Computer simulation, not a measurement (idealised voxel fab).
Process module name: voxel released beams
The cross-section shown here is cut; it is 290 nm wide and divided into square cells measuring 5 nm on a side.
We lay out every cross-section as a grid of square cells and spell it out in bands from the top down, where one band means one or more rows of cells.
Within each band entry, the heights of the top and of the bottom of the band appear first, in that order and in nm; the materials of the band then follow from left to right, each with its corresponding width in nm. The designation "throughout" on a single material indicates that it fills the band from edge to edge; the designation "air" indicates empty space.
For the purposes of this specification, 0 denotes the height below which the wafer in its as-received condition is composed wholly of one material, and the lowermost band, lacking a lower limit, extends downward without end, as expressed in "0..down".
With a width like "30->40", each row of cells in the band differs from the next by the same amount, the top row carrying the first number and the bottom row the second.
"all unchanged", as given for a step, is the statement that not any cell of the cross-section underwent a change during that step.
Empty spaces without an open route to the top, at least 8 cells in extent, make up the entry "Completely enclosed voids"; each is given as width x height at distance, where the distance is measured from the left edge, and all are in nm.
Anything after a step's settings on that line? It's the simulator's own note about the step.
"overlay nm" on a masked step: distance the mask lay right of its planned place, negative for left.
List of planned process steps:
- 1: op RECEIVE | material Si
- 2: op CONFORMAL_DEP | material SiN | thk nm 10
- 3: op DIRECTIONAL_DEP | material SiO2 | thk nm 10
- 4: op MASKED_ETCH | tone open | mask id ANCHOR | width nm 45 | etch materials SiO2 | depth nm 10 | overlay nm 0
- 5: op CONFORMAL_DEP | material polySi | thk nm 15
- 6: op MASKED_ETCH | tone cover | mask id BEAM | width nm 90 | etch materials polySi | depth nm 15 | overlay nm 0
- 7: op STRIP | etch materials SiO2
Run as planned: first of two wafers:
So this is the incoming wafer in cross-section - it's already been through step 1:
> 0..down = Si throughout
> Completely enclosed voids: none
The wafer in cross-section once step 2 is complete:
> 10..0 = SiN throughout
> Below 0 it's all the same as before, nothing changed down there.
The wafer in cross-section once step 3 is complete:
> 20..10 = SiO2 throughout
> Below 10 it's all the same as before, nothing changed down there.
The wafer in cross-section once step 4 is complete:
> 20..10 = 100 nm SiO2, then 45 nm air, then 145 nm SiO2
> Below 10 it's all the same as before, nothing changed down there.
The wafer in cross-section once step 5 is complete:
> 35..25 = 115 nm polySi, then 15 nm air, then 160 nm polySi
> 25..20 = polySi throughout
> 20..10 = 100 nm SiO2, then 45 nm polySi, then 145 nm SiO2
> Below 10 it's all the same as before, nothing changed down there.
The wafer in cross-section once step 6 is complete:
> 35..25 = 95 nm air, then 20 nm polySi, then 15 nm air, then 55 nm polySi, then 105 nm air
> 25..20 = 95 nm air, then 90 nm polySi, then 105 nm air
> Below 20 it's all the same as before, nothing changed down there.
The wafer in cross-section once step 7 is complete:
> 35..25 = 95 nm air, then 20 nm polySi, then 15 nm air, then 55 nm polySi, then 105 nm air
> 25..20 = 95 nm air, then 90 nm polySi, then 105 nm air
> 20..10 = 100 nm air, then 45 nm polySi, then 145 nm air
> Below 10 it's all the same as before, nothing changed down there.
The second wafer: identical to the first at the outset and in its planned sequence, differing only in that one mistake was made during processing; up to and including step 3, its path is the first wafer's path:
The second wafer cut through, at the time step 4 was supposed to be finished:
> 20..10 = 110 nm SiO2, then 45 nm air, then 135 nm SiO2
> Below 10 it's all the same as before, nothing changed down there.
The second wafer cut through, at the time step 5 was supposed to be finished:
> 35..25 = 125 nm polySi, then 15 nm air, then 150 nm polySi
> 25..20 = polySi throughout
> 20..10 = 110 nm SiO2, then 45 nm polySi, then 135 nm SiO2
> Below 10 it's all the same as before, nothing changed down there.
The second wafer cut through, at the time step 6 was supposed to be finished:
> 35..25 = 95 nm air, then 30 nm polySi, then 15 nm air, then 45 nm polySi, then 105 nm air
> 25..20 = 95 nm air, then 90 nm polySi, then 105 nm air
> Below 20 it's all the same as before, nothing changed down there.
The second wafer cut through, at the time step 7 was supposed to be finished:
> 35..25 = 95 nm air, then 30 nm polySi, then 15 nm air, then 45 nm polySi, then 105 nm air
> 25..20 = 95 nm air, then 90 nm polySi, then 105 nm air
> 20..10 = 110 nm air, then 45 nm polySi, then 135 nm air
> Below 10 it's all the same as before, nothing changed down there.
In executing the process, a mistake was made relative to the plan: for step 4, the planned setting was not used; the step was instead run as op MASKED_ETCH | tone open | mask id ANCHOR | width nm 45 | etch materials SiO2 | depth nm 10 | overlay nm 10
Both wafers, final: cells per material equal; arrangement not.
